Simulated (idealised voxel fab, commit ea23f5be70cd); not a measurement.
This section sets out a process module, namely voxel self aligned contacts.
Section cut is 180 nm wide and gridded with 5 nm square cells.
In this document a cross-section is written as a grid of square cells. It is given as a series of bands, listed from the top down, and a band is one or more rows of cells. What a band's entry tells you: where the top is and where the bottom is, as heights in nm, and after that what lies inside, material by material from left to right, each with its width in nm. Empty space is written as the word "empty", and a single material marked with the word "everywhere" occupies the band from edge to edge. For the purposes of this specification, 0 denotes the height below which the wafer in its as-received condition is composed wholly of one material, and the lowermost band, lacking a lower limit, extends downward without end, as expressed in "0 -> down". Width: "30->40" (first number = top row, second number = bottom row, same change from row to row of cells). Where the words "nothing got changed" appear for a step, the cross-section shows no cell changed by that step; every cell remained as before. "Encapsulated voids" lists enclosed empty spaces (at least 8 cells, no open path upward to the top), each as width x height at distance from the left edge, in nm. That trailing text on a step's line, after the settings, is the simulator's own remark on the step. You can add "overlay nm" to a step's line. For a step with a mask, it describes how far the mask lay to the right of its planned position, and a negative number describes a lay to the left.
[plan]
1. RECEIVE,material Si
2. OXIDIZE,depth nm 5
3. DIRECTIONAL_DEP,material polySi,thk nm 20
4. DIRECTIONAL_DEP,material SiN,thk nm 20
5. MASKED_ETCH,tone cover,mask id GATE,width nm 25,pitch nm 60,etch materials SiN,depth nm 20,overlay nm 0
6. MASKED_ETCH,tone cover,mask id GATE,width nm 25,pitch nm 60,etch materials polySi,depth nm 20,overlay nm 0
7. CONFORMAL_DEP,material SiN,thk nm 5
8. DIRECTIONAL_ETCH,etch materials SiN,depth nm 5
9. FILL_DEP,material SiO2,thk nm 15
10. CMP,height nm 45
11. PATTERN,tone open,mask id CONTACT,material resist,width nm 45,pitch nm 60,thk nm 15,overlay nm 0
12. DIRECTIONAL_ETCH,etch materials SiO2,depth nm 50
13. STRIP,etch materials resist
14. CONFORMAL_DEP,material TiN,thk nm 5
15. FILL_DEP,material Ru,thk nm 10
16. CMP,height nm 45
17. CONFORMAL_DEP,material SiCN,thk nm 5
[First of two wafers - as planned]
[Step 1 complete: cross-section of the wafer as received]
* 0 -> down = Si everywhere
* Encapsulated voids: none
[After step 2: wafer cross-section]
* 0 -> -5 = SiO2 everywhere
* Under -5: no change, same as before.
[After step 3: wafer cross-section]
* 20 -> 0 = polySi everywhere
* Under 0: no change, same as before.
[After step 4: wafer cross-section]
* 40 -> 20 = SiN everywhere
* Under 20: no change, same as before.
[After step 5: wafer cross-section]
* 40 -> 20 = 15 of empty, 25 of SiN, 35 of empty, 25 of SiN, 35 of empty, 25 of SiN, 20 of empty
* Under 20: no change, same as before.
[After step 6: wafer cross-section]
* 40 -> 20 = 15 of empty, 25 of SiN, 35 of empty, 25 of SiN, 35 of empty, 25 of SiN, 20 of empty
* 20 -> 0 = 15 of empty, 25 of polySi, 35 of empty, 25 of polySi, 35 of empty, 25 of polySi, 20 of empty
* Under 0: no change, same as before.
[After step 7: wafer cross-section]
* 45 -> 20 = 10 of empty, 35 of SiN, 25 of empty, 35 of SiN, 25 of empty, 35 of SiN, 15 of empty
* 20 -> 5 = 10 of empty, 5 of SiN, 25 of polySi, 5 of SiN, 25 of empty, 5 of SiN, 25 of polySi, 5 of SiN, 25 of empty, 5 of SiN, 25 of polySi, 5 of SiN, 15 of empty
* 5 -> 0 = 15 of SiN, 25 of polySi, 35 of SiN, 25 of polySi, 35 of SiN, 25 of polySi, 20 of SiN
* Under 0: no change, same as before.
[After step 8: wafer cross-section]
* 40 -> 20 = 10 of empty, 35 of SiN, 25 of empty, 35 of SiN, 25 of empty, 35 of SiN, 15 of empty
* 20 -> 0 = 10 of empty, 5 of SiN, 25 of polySi, 5 of SiN, 25 of empty, 5 of SiN, 25 of polySi, 5 of SiN, 25 of empty, 5 of SiN, 25 of polySi, 5 of SiN, 15 of empty
* Under 0: no change, same as before.
[After step 9: wafer cross-section]
* 55 -> 40 = SiO2 everywhere
* 40 -> 20 = 10 of SiO2, 35 of SiN, 25 of SiO2, 35 of SiN, 25 of SiO2, 35 of SiN, 15 of SiO2
* 20 -> 0 = 10 of SiO2, 5 of SiN, 25 of polySi, 5 of SiN, 25 of SiO2, 5 of SiN, 25 of polySi, 5 of SiN, 25 of SiO2, 5 of SiN, 25 of polySi, 5 of SiN, 15 of SiO2
* Under 0: no change, same as before.
[After step 10: wafer cross-section]
* 45 -> 40 = SiO2 everywhere
* Under 40: no change, same as before.
[After step 11: wafer cross-section]
* 60 -> 45 = 35 of resist, 45 of empty, 15 of resist, 45 of empty, 40 of resist
* Under 45: no change, same as before.
[After step 12: wafer cross-section]
* 60 -> 45 = 35 of resist, 45 of empty, 15 of resist, 45 of empty, 40 of resist
* 45 -> 40 = 35 of SiO2, 45 of empty, 15 of SiO2, 45 of empty, 40 of SiO2
* 40 -> 20 = 10 of SiO2, 35 of SiN, 25 of empty, 35 of SiN, 25 of empty, 35 of SiN, 15 of SiO2
* 20 -> 0 = 10 of SiO2, 5 of SiN, 25 of polySi, 5 of SiN, 25 of empty, 5 of SiN, 25 of polySi, 5 of SiN, 25 of empty, 5 of SiN, 25 of polySi, 5 of SiN, 15 of SiO2
* 0 -> -5 = 45 of SiO2, 25 of empty, 35 of SiO2, 25 of empty, 50 of SiO2
* Under -5: no change, same as before.
[After step 13: wafer cross-section]
* 45 -> 40 = 35 of SiO2, 45 of empty, 15 of SiO2, 45 of empty, 40 of SiO2
* Under 40: no change, same as before.
[After step 14: wafer cross-section]
* 50 -> 45 = 40 of TiN, 35 of empty, 25 of TiN, 35 of empty, 45 of TiN
* 45 -> 40 = 35 of SiO2, 15 of TiN, 15 of empty, 15 of TiN, 15 of SiO2, 15 of TiN, 15 of empty, 15 of TiN, 40 of SiO2
* 40 -> 20 = 10 of SiO2, 35 of SiN, 5 of TiN, 15 of empty, 5 of TiN, 35 of SiN, 5 of TiN, 15 of empty, 5 of TiN, 35 of SiN, 15 of SiO2
* 20 -> 0 = 10 of SiO2, 5 of SiN, 25 of polySi, 5 of SiN, 5 of TiN, 15 of empty, 5 of TiN, 5 of SiN, 25 of polySi, 5 of SiN, 5 of TiN, 15 of empty, 5 of TiN, 5 of SiN, 25 of polySi, 5 of SiN, 15 of SiO2
* 0 -> -5 = 45 of SiO2, 25 of TiN, 35 of SiO2, 25 of TiN, 50 of SiO2
* Under -5: no change, same as before.
[After step 15: wafer cross-section]
* 60 -> 50 = Ru everywhere
* 50 -> 45 = 40 of TiN, 35 of Ru, 25 of TiN, 35 of Ru, 45 of TiN
* 45 -> 40 = 35 of SiO2, 15 of TiN, 15 of Ru, 15 of TiN, 15 of SiO2, 15 of TiN, 15 of Ru, 15 of TiN, 40 of SiO2
* 40 -> 20 = 10 of SiO2, 35 of SiN, 5 of TiN, 15 of Ru, 5 of TiN, 35 of SiN, 5 of TiN, 15 of Ru, 5 of TiN, 35 of SiN, 15 of SiO2
* 20 -> 0 = 10 of SiO2, 5 of SiN, 25 of polySi, 5 of SiN, 5 of TiN, 15 of Ru, 5 of TiN, 5 of SiN, 25 of polySi, 5 of SiN, 5 of TiN, 15 of Ru, 5 of TiN, 5 of SiN, 25 of polySi, 5 of SiN, 15 of SiO2
* Under 0: no change, same as before.
[After step 16: wafer cross-section]
* 45 -> 40 = 35 of SiO2, 15 of TiN, 15 of Ru, 15 of TiN, 15 of SiO2, 15 of TiN, 15 of Ru, 15 of TiN, 40 of SiO2
* Under 40: no change, same as before.
[After step 17: wafer cross-section]
* 50 -> 45 = SiCN everywhere
* Under 45: no change, same as before.
[Second wafer: same start and same plan as the first, one execution error; identical to the first through step 10]
[Planned end of step 11: second wafer, cross-section]
* 60 -> 45 = 40 of resist, 45 of empty, 15 of resist, 45 of empty, 35 of resist
* Under 45: no change, same as before.
[Planned end of step 12: second wafer, cross-section]
* 60 -> 45 = 40 of resist, 45 of empty, 15 of resist, 45 of empty, 35 of resist
* 45 -> 40 = 40 of SiO2, 45 of empty, 15 of SiO2, 45 of empty, 35 of SiO2
* 40 -> 20 = 10 of SiO2, 35 of SiN, 25 of empty, 35 of SiN, 25 of empty, 35 of SiN, 15 of SiO2
* 20 -> 0 = 10 of SiO2, 5 of SiN, 25 of polySi, 5 of SiN, 25 of empty, 5 of SiN, 25 of polySi, 5 of SiN, 25 of empty, 5 of SiN, 25 of polySi, 5 of SiN, 15 of SiO2
* 0 -> -5 = 45 of SiO2, 25 of empty, 35 of SiO2, 25 of empty, 50 of SiO2
* Under -5: no change, same as before.
[Planned end of step 13: second wafer, cross-section]
* 45 -> 40 = 40 of SiO2, 45 of empty, 15 of SiO2, 45 of empty, 35 of SiO2
* Under 40: no change, same as before.
[Planned end of step 14: second wafer, cross-section]
* 50 -> 45 = 45 of TiN, 35 of empty, 25 of TiN, 35 of empty, 40 of TiN
* 45 -> 40 = 40 of SiO2, 10 of TiN, 15 of empty, 20 of TiN, 15 of SiO2, 10 of TiN, 15 of empty, 20 of TiN, 35 of SiO2
* 40 -> 20 = 10 of SiO2, 35 of SiN, 5 of TiN, 15 of empty, 5 of TiN, 35 of SiN, 5 of TiN, 15 of empty, 5 of TiN, 35 of SiN, 15 of SiO2
* 20 -> 0 = 10 of SiO2, 5 of SiN, 25 of polySi, 5 of SiN, 5 of TiN, 15 of empty, 5 of TiN, 5 of SiN, 25 of polySi, 5 of SiN, 5 of TiN, 15 of empty, 5 of TiN, 5 of SiN, 25 of polySi, 5 of SiN, 15 of SiO2
* 0 -> -5 = 45 of SiO2, 25 of TiN, 35 of SiO2, 25 of TiN, 50 of SiO2
* Under -5: no change, same as before.
[Planned end of step 15: second wafer, cross-section]
* 60 -> 50 = Ru everywhere
* 50 -> 45 = 45 of TiN, 35 of Ru, 25 of TiN, 35 of Ru, 40 of TiN
* 45 -> 40 = 40 of SiO2, 10 of TiN, 15 of Ru, 20 of TiN, 15 of SiO2, 10 of TiN, 15 of Ru, 20 of TiN, 35 of SiO2
* 40 -> 20 = 10 of SiO2, 35 of SiN, 5 of TiN, 15 of Ru, 5 of TiN, 35 of SiN, 5 of TiN, 15 of Ru, 5 of TiN, 35 of SiN, 15 of SiO2
* 20 -> 0 = 10 of SiO2, 5 of SiN, 25 of polySi, 5 of SiN, 5 of TiN, 15 of Ru, 5 of TiN, 5 of SiN, 25 of polySi, 5 of SiN, 5 of TiN, 15 of Ru, 5 of TiN, 5 of SiN, 25 of polySi, 5 of SiN, 15 of SiO2
* Under 0: no change, same as before.
[Planned end of step 16: second wafer, cross-section]
* 45 -> 40 = 40 of SiO2, 10 of TiN, 15 of Ru, 20 of TiN, 15 of SiO2, 10 of TiN, 15 of Ru, 20 of TiN, 35 of SiO2
* Under 40: no change, same as before.
[Planned end of step 17: second wafer, cross-section]
* 50 -> 45 = SiCN everywhere
* Under 45: no change, same as before.
What was done differently from what was planned? step 11 was processed under conditions differing from the plan, specifically as PATTERN,tone open,mask id CONTACT,material resist,width nm 45,pitch nm 60,thk nm 15,overlay nm 5
Matching per-material cell counts, mismatched positions: that is how the second wafer compares with the first at the end.
